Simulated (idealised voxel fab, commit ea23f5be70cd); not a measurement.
The process module that follows is named voxel gate over fins.
Pictured: cross-section cut, 210 nm wide, on a grid of 5 nm square cells.
A cross-section in this document is a grid of square cells, and it is written down as bands, the top band listed before the ones below it; a band is made up of one or more rows of cells.
Band: top and bottom heights (nm) first, top before bottom; then materials from left to right, widths in nm. "throughout" marks a sole material filling the band edge to edge. "air" denotes empty space.
Heights are reckoned from 0. Under this level, the received wafer is all of one material. The bottommost band is open-ended downward, for example "0..down".
The notation "30->40" denotes a width that varies across the rows of cells in the band, beginning at the first number in the top row, finishing at the second number in the bottom row, and changing by an identical amount from each row to the next.
For the purposes of this document, the phrase "stayed the same" attached to a step denotes that no cell within the cross-section was modified by that step.
You'll see "Completely enclosed voids" listing empty spaces that have no way open to the top, as long as they're 8 cells or more; the notation is width x height at distance, where the distance is from the left edge, and all of it is in nm.
Text after the settings on a step's line: the simulator's own remark on that step.
"overlay nm" answers the question of how far to the right of plan the mask lay on a step that has a mask, and when it is negative the answer is to the left.

List of planned process steps:
1) RECEIVE, material Si
2) CONFORMAL_DEP, material SiN, thk nm 10
3) DIRECTIONAL_DEP, material aC, thk nm 15
4) PATTERN, tone cover, mask id FINS, material resist, width nm 15, pitch nm 45, thk nm 35, overlay nm 0
5) DIRECTIONAL_ETCH, etch materials aC, depth nm 15
6) STRIP, etch materials resist
7) DIRECTIONAL_ETCH, etch materials SiN, depth nm 10
8) DIRECTIONAL_ETCH, etch materials Si, depth nm 35
9) STRIP, etch materials aC
10) FILL_DEP, material SiO2, thk nm 15
11) CMP, height nm 10
12) SELECTIVE_ETCH, etch materials SiO2, depth nm 25
13) STRIP, etch materials SiN
14) CONFORMAL_DEP, material HfO2, thk nm 5
15) CONFORMAL_DEP, material TiN, thk nm 5
16) CONFORMAL_DEP, material TiAl, thk nm 5
17) CONFORMAL_DEP, material TiN, thk nm 5
18) FILL_DEP, material W, thk nm 10
19) CMP, height nm 25
20) CONFORMAL_DEP, material SiCN, thk nm 5

As received (post step 1): cross-section:
	0..down | Si throughout
	Completely enclosed voids: none

Result of the module, cross-sectioned: start per above, plan per above, one error in how it was run:
	30..25 | SiCN throughout
	25..20 | W throughout
	20..10 | 30 of W  145 of TiN  35 of W
	10..5 | 30 of W  10 of TiN  35 of TiAl  10 of TiN  35 of TiAl  10 of TiN  35 of TiAl  10 of TiN  35 of W
	5..0 | 40 of TiN  5 of TiAl  25 of HfO2  5 of TiAl  10 of TiN  5 of TiAl  25 of HfO2  5 of TiAl  10 of TiN  5 of TiAl  25 of HfO2  5 of TiAl  45 of TiN
	0..-5 | 40 of TiN  5 of TiAl  5 of HfO2  15 of Si  5 of HfO2  5 of TiAl  10 of TiN  5 of TiAl  5 of HfO2  15 of Si  5 of HfO2  5 of TiAl  10 of TiN  5 of TiAl  5 of HfO2  15 of Si  5 of HfO2  5 of TiAl  45 of TiN
	-5..-10 | 45 of TiAl  5 of HfO2  15 of Si  5 of HfO2  20 of TiAl  5 of HfO2  15 of Si  5 of HfO2  20 of TiAl  5 of HfO2  15 of Si  5 of HfO2  50 of TiAl
	-10..-15 | 50 of HfO2  15 of Si  30 of HfO2  15 of Si  30 of HfO2  15 of Si  55 of HfO2
	-15..-35 | 50 of SiO2  15 of Si  30 of SiO2  15 of Si  30 of SiO2  15 of Si  55 of SiO2
	-35..down | Si throughout
	Completely enclosed voids: none
The mistake made against the process plan was this: the run placed steps 15 and 16 each in the position the plan gave to the other
